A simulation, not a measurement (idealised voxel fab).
process module | voxel self aligned contacts
cross-section cut | 185 nm wide | cells 5 nm
A cross-section is a grid of square cells, given in bands from the top down. A band is one or more rows of cells.
Each band's line starts with the height of the band's top and of its bottom, in nm. Then come its materials from left to right, each with its width in nm. One material with "throughout" fills the band from edge to edge. "air" is empty space.
Height 0 is the level under which the wafer as received is all one material. The lowest band goes on downwards, as in "0 down".
A width such as "30 to 40" changes by the same amount from each row of cells to the next, from the band's top row to its bottom row.
"no change" after a step means that no cell of the cross-section changed.
closed voids: empty space of 8 cells or more with no open way to the top, each as width x height at its distance from the left edge, in nm
after a step's settings: what the simulator itself notes on the step
overlay nm, on a step with a mask: how far to the right of its planned place the mask lay; to the left if negative
plan
1 op RECEIVE | material Si
2 op CONFORMAL_DEP | material SiO2 | thk nm 5
3 op DIRECTIONAL_DEP | material polySi | thk nm 25
4 op DIRECTIONAL_DEP | material SiN | thk nm 20
5 op MASKED_ETCH | tone cover | mask id GATE | width nm 25 | pitch nm 55 | etch materials SiN | depth nm 20 | overlay nm 0
6 op MASKED_ETCH | tone cover | mask id GATE | width nm 25 | pitch nm 55 | etch materials polySi | depth nm 25 | overlay nm 0
7 op CONFORMAL_DEP | material SiN | thk nm 5
8 op DIRECTIONAL_ETCH | etch materials SiN | depth nm 5
9 op FILL_DEP | material SiO2 | thk nm 15
10 op CMP | height nm 60
11 op DIRECTIONAL_DEP | material aC | thk nm 15
12 op PATTERN | tone open | mask id CONTACT | material resist | width nm 40 | thk nm 35 | overlay nm 0
13 op DIRECTIONAL_ETCH | etch materials aC | depth nm 15
14 op STRIP | etch materials resist
15 op DIRECTIONAL_ETCH | etch materials SiO2 | depth nm 60
16 op STRIP | etch materials aC
17 op CONFORMAL_DEP | material TiN | thk nm 5
18 op FILL_DEP | material Ru | thk nm 10
19 op CMP | height nm 60
20 op CONFORMAL_DEP | material SiCN | thk nm 5
as received, after step 1
  0 down: Si throughout
  closed voids: none
first wafer at the end, as planned
  65 to 60: SiCN throughout
  60 to 50: SiO2 70 | TiN 5 to 15 | Ru 30 to 10 | TiN 5 to 15 | SiO2 75
  50 to 30: SiO2 45 | SiN 35 | TiN 5 | Ru 10 | TiN 5 | SiN 35 | SiO2 50
  30 to 5: SiO2 45 | SiN 5 | polySi 25 | SiN 5 | TiN 5 | Ru 10 | TiN 5 | SiN 5 | polySi 25 | SiN 5 | SiO2 50
  5 to 0: SiO2 80 | TiN 20 | SiO2 85
  0 down: Si throughout
  closed voids: none
second wafer at the end: like start, like plan, one mistake
  65 to 60: SiCN throughout
  60 to 50: SiO2 70 | TiN 5 to 15 | Ru 30 to 15 | TiN 5 to 10 | SiO2 75
  50 to 35: SiO2 50 | SiN 30 | TiN 5 | Ru 15 | TiN 5 | SiN 30 | SiO2 50
  35 to 30: SiO2 50 | SiN 30 | TiN 5 | Ru 10 | TiN 10 | SiN 30 | SiO2 50
  30 to 5: SiO2 45 | SiN 5 | polySi 25 | SiN 5 | TiN 5 | Ru 10 | TiN 5 | SiN 5 | polySi 25 | SiN 5 | SiO2 50
  5 to 0: SiO2 80 | TiN 20 | SiO2 85
  0 down: Si throughout
  closed voids: none
what went wrong: step 5 ran as: op MASKED_ETCH | tone cover | mask id GATE | width nm 20 | pitch nm 55 | etch materials SiN | depth nm 20 | overlay nm 0
at the end the second wafer has, in cells: 4 more of Ru | 8 fewer of SiN | 4 more of SiO2
